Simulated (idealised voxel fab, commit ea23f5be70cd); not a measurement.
process module | voxel self aligned vias
cross-section cut | 265 nm wide | cells 5 nm
A cross-section is a grid of square cells, given in bands from the top down. A band is one or more rows of cells.
Each band's line starts with the height of the band's top and of its bottom, in nm. Then come its materials from left to right, each with its width in nm. One material with "throughout" fills the band from edge to edge. "air" is empty space.
Height 0 is the level under which the wafer as received is all one material. The lowest band goes on downwards, as in "0 down".
A width such as "30 to 40" changes by the same amount from each row of cells to the next, from the band's top row to its bottom row.
"no change" after a step means that no cell of the cross-section changed.
closed voids: empty space of 8 cells or more with no open way to the top, each as width x height at its distance from the left edge, in nm
after a step's settings: what the simulator itself notes on the step
overlay nm, on a step with a mask: how far to the right of its planned place the mask lay; to the left if negative
plan
1 op RECEIVE | material Si
2 op CONFORMAL_DEP | material SiO2 | thk nm 10
3 op CONFORMAL_DEP | material SiCN | thk nm 5
4 op DIRECTIONAL_DEP | material lowk | thk nm 25
5 op MASKED_ETCH | tone open | mask id LINES | width nm 25 | pitch nm 65 | etch materials lowk | depth nm 25 | overlay nm 0
6 op CONFORMAL_DEP | material TiN | thk nm 5
7 op FILL_DEP | material W | thk nm 5
8 op CMP | height nm 40
9 op SELECTIVE_ETCH | etch materials W Ru TiN | depth nm 10
10 op FILL_DEP | material SiN | thk nm 10
11 op CMP | height nm 40
12 op DIRECTIONAL_DEP | material lowk | thk nm 15
13 op DIRECTIONAL_DEP | material aC | thk nm 15
14 op PATTERN | tone open | mask id VIAS | material resist | width nm 35 | pitch nm 130 | thk nm 30 | overlay nm 0
15 op DIRECTIONAL_ETCH | etch materials aC | depth nm 15
16 op STRIP | etch materials resist
17 op DIRECTIONAL_ETCH | etch materials lowk | depth nm 15
18 op DIRECTIONAL_ETCH | etch materials SiN | depth nm 10
19 op STRIP | etch materials aC
20 op CONFORMAL_DEP | material TiN | thk nm 5
21 op FILL_DEP | material Cu | thk nm 5
22 op CMP | height nm 55
23 op CONFORMAL_DEP | material SiCN | thk nm 5
as received, after step 1
  0 down: Si throughout
  closed voids: none
a wafer at the end: this start, this plan, one mistake
  60 to 55: SiCN throughout
  55 to 45: lowk 50 | TiN 5 | Cu 25 | TiN 5 | lowk 95 | TiN 5 | Cu 25 | TiN 5 | lowk 50
  45 to 40: lowk 50 | TiN 20 | Cu 10 | TiN 5 | lowk 95 | TiN 20 | Cu 10 | TiN 5 | lowk 50
  40 to 35: lowk 65 | TiN 5 | Cu 10 | TiN 5 | SiN 5 | lowk 40 | SiN 25 | lowk 40 | TiN 5 | Cu 10 | TiN 5 | SiN 5 | lowk 45
  35 to 30: lowk 65 | TiN 20 | SiN 5 | lowk 40 | SiN 25 | lowk 40 | TiN 20 | SiN 5 | lowk 45
  30 to 20: lowk 65 | TiN 5 | W 15 | TiN 5 | lowk 40 | TiN 5 | W 15 | TiN 5 | lowk 40 | TiN 5 | W 15 | TiN 5 | lowk 45
  20 to 15: lowk 65 | TiN 25 | lowk 40 | TiN 25 | lowk 40 | TiN 25 | lowk 45
  15 to 10: SiCN throughout
  10 to 0: SiO2 throughout
  0 down: Si throughout
  closed voids: none
what went wrong: step 5 ran as: op MASKED_ETCH | tone open | mask id LINES | width nm 25 | pitch nm 65 | etch materials lowk | depth nm 25 | overlay nm 10
